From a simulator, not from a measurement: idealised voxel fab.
The document below concerns the process module designated voxel gate over fins.
The width of the displayed cross-section, cut, is 300 nm; its cells are square, with a size of 5 nm.
A cross-section is a grid of square cells, given in bands from the top down. A band is one or more rows of cells. Band: top and bottom heights (nm) first, top before bottom; then materials from left to right, widths in nm. "all across" marks a sole material filling the band edge to edge. "empty" denotes empty space. A quick word on heights: they are counted from 0, and under that level the wafer as it came to us is one material throughout. The lowest band is different from the rest in having no bottom; it simply continues downward, written as in "0 -> down". It should be noted that a width expressed as "30->40" varies in equal increments from row to row of cells within the band, taking the value of the first number at the top row and that of the second number at the bottom row. Reading "remained unchanged" for a step: not a cell of the cross-section changed in it. Cavities, sealed: empty space of 8 cells or more with no open way to the top, each as width x height at its distance from the left edge, in nm. That trailing text on a step's line, after the settings, is the simulator's own remark on the step. overlay nm: for a step with a mask, the amount by which the mask lay right of where it was planned; a negative amount means left of it.
## The process steps that were planned are listed below
- 1: RECEIVE, material Si
- 2: CONFORMAL_DEP, material SiN, thk nm 5
- 3: DIRECTIONAL_DEP, material aC, thk nm 10
- 4: PATTERN, tone cover, mask id FINS, material resist, width nm 15, pitch nm 40, thk nm 30, overlay nm 0
- 5: DIRECTIONAL_ETCH, etch materials aC, depth nm 10
- 6: STRIP, etch materials resist
- 7: DIRECTIONAL_ETCH, etch materials SiN, depth nm 5
- 8: DIRECTIONAL_ETCH, etch materials Si, depth nm 30
- 9: STRIP, etch materials aC
- 10: OXIDIZE, depth nm 5
- 11: FILL_DEP, material SiO2, thk nm 10
- 12: CMP, height nm 5
- 13: SELECTIVE_ETCH, etch materials SiO2, depth nm 20
- 14: STRIP, etch materials SiN
- 15: CONFORMAL_DEP, material HfO2, thk nm 5
- 16: CONFORMAL_DEP, material TiN, thk nm 5
- 17: CONFORMAL_DEP, material TiAl, thk nm 5
- 18: CONFORMAL_DEP, material TiN, thk nm 5
- 19: FILL_DEP, material W, thk nm 15
- 20: CMP, height nm 30
- 21: CONFORMAL_DEP, material SiCN, thk nm 5
## The cross-section here shows the wafer as received, i.e. in its state after step 1
0 -> down | Si all across
Cavities, sealed: none
## First of two wafers at the end of the module, shown in cross-section; run carried out as planned
35 -> 30 | SiCN all across
30 -> 20 | W all across
20 -> 15 | 85 nm W, 125 nm TiN, 90 nm W
15 -> 10 | 85 nm W, 5 nm TiN, 35 nm TiAl, 5 nm TiN, 35 nm TiAl, 5 nm TiN, 35 nm TiAl, 5 nm TiN, 90 nm W
10 -> 5 | 85 nm W, 5 nm TiN, 5 nm TiAl, 25 nm TiN, 5 nm TiAl, 5 nm TiN, 5 nm TiAl, 25 nm TiN, 5 nm TiAl, 5 nm TiN, 5 nm TiAl, 25 nm TiN, 5 nm TiAl, 5 nm TiN, 90 nm W
5 -> 0 | 90 nm TiN, 5 nm TiAl, 5 nm TiN, 15 nm HfO2, 5 nm TiN, 5 nm TiAl, 5 nm TiN, 5 nm TiAl, 5 nm TiN, 15 nm HfO2, 5 nm TiN, 5 nm TiAl, 5 nm TiN, 5 nm TiAl, 5 nm TiN, 15 nm HfO2, 5 nm TiN, 5 nm TiAl, 95 nm TiN
0 -> -5 | 95 nm TiAl, 5 nm TiN, 5 nm HfO2, 5 nm Si, 5 nm HfO2, 5 nm TiN, 15 nm TiAl, 5 nm TiN, 5 nm HfO2, 5 nm Si, 5 nm HfO2, 5 nm TiN, 15 nm TiAl, 5 nm TiN, 5 nm HfO2, 5 nm Si, 5 nm HfO2, 5 nm TiN, 100 nm TiAl
-5 -> -10 | 100 nm TiN, 5 nm HfO2, 5 nm Si, 5 nm HfO2, 25 nm TiN, 5 nm HfO2, 5 nm Si, 5 nm HfO2, 25 nm TiN, 5 nm HfO2, 5 nm Si, 5 nm HfO2, 105 nm TiN
-10 -> -15 | 105 nm HfO2, 5 nm Si, 35 nm HfO2, 5 nm Si, 35 nm HfO2, 5 nm Si, 110 nm HfO2
-15 -> -35 | 105 nm SiO2, 5 nm Si, 35 nm SiO2, 5 nm Si, 35 nm SiO2, 5 nm Si, 110 nm SiO2
-35 -> down | Si all across
Cavities, sealed: none
## Wafer two, end of module, cross-section. Same start, same plan as wafer one. One mistake in the run
35 -> 30 | SiCN all across
30 -> 20 | W all across
20 -> 15 | 85 nm W, 125 nm TiN, 90 nm W
15 -> 10 | 85 nm W, 5 nm TiN, 35 nm HfO2, 5 nm TiN, 35 nm HfO2, 5 nm TiN, 35 nm HfO2, 5 nm TiN, 90 nm W
10 -> 5 | 85 nm W, 5 nm TiN, 5 nm HfO2, 25 nm TiN, 5 nm HfO2, 5 nm TiN, 5 nm HfO2, 25 nm TiN, 5 nm HfO2, 5 nm TiN, 5 nm HfO2, 25 nm TiN, 5 nm HfO2, 5 nm TiN, 90 nm W
5 -> 0 | 90 nm TiN, 5 nm HfO2, 5 nm TiN, 15 nm HfO2, 5 nm TiN, 5 nm HfO2, 5 nm TiN, 5 nm HfO2, 5 nm TiN, 15 nm HfO2, 5 nm TiN, 5 nm HfO2, 5 nm TiN, 5 nm HfO2, 5 nm TiN, 15 nm HfO2, 5 nm TiN, 5 nm HfO2, 95 nm TiN
0 -> -5 | 95 nm HfO2, 5 nm TiN, 5 nm HfO2, 5 nm Si, 5 nm HfO2, 5 nm TiN, 15 nm HfO2, 5 nm TiN, 5 nm HfO2, 5 nm Si, 5 nm HfO2, 5 nm TiN, 15 nm HfO2, 5 nm TiN, 5 nm HfO2, 5 nm Si, 5 nm HfO2, 5 nm TiN, 100 nm HfO2
-5 -> -10 | 100 nm TiN, 5 nm HfO2, 5 nm Si, 5 nm HfO2, 25 nm TiN, 5 nm HfO2, 5 nm Si, 5 nm HfO2, 25 nm TiN, 5 nm HfO2, 5 nm Si, 5 nm HfO2, 105 nm TiN
-10 -> -15 | 105 nm HfO2, 5 nm Si, 35 nm HfO2, 5 nm Si, 35 nm HfO2, 5 nm Si, 110 nm HfO2
-15 -> -35 | 105 nm SiO2, 5 nm Si, 35 nm SiO2, 5 nm Si, 35 nm SiO2, 5 nm Si, 110 nm SiO2
-35 -> down | Si all across
Cavities, sealed: none
Finding, execution versus plan: step 17 was processed under conditions differing from the plan, specifically as CONFORMAL_DEP, material HfO2, thk nm 5
Wrapping up, a cell-based count of both wafers puts the second over or under the first for these materials: +78 HfO2 | -78 TiAl
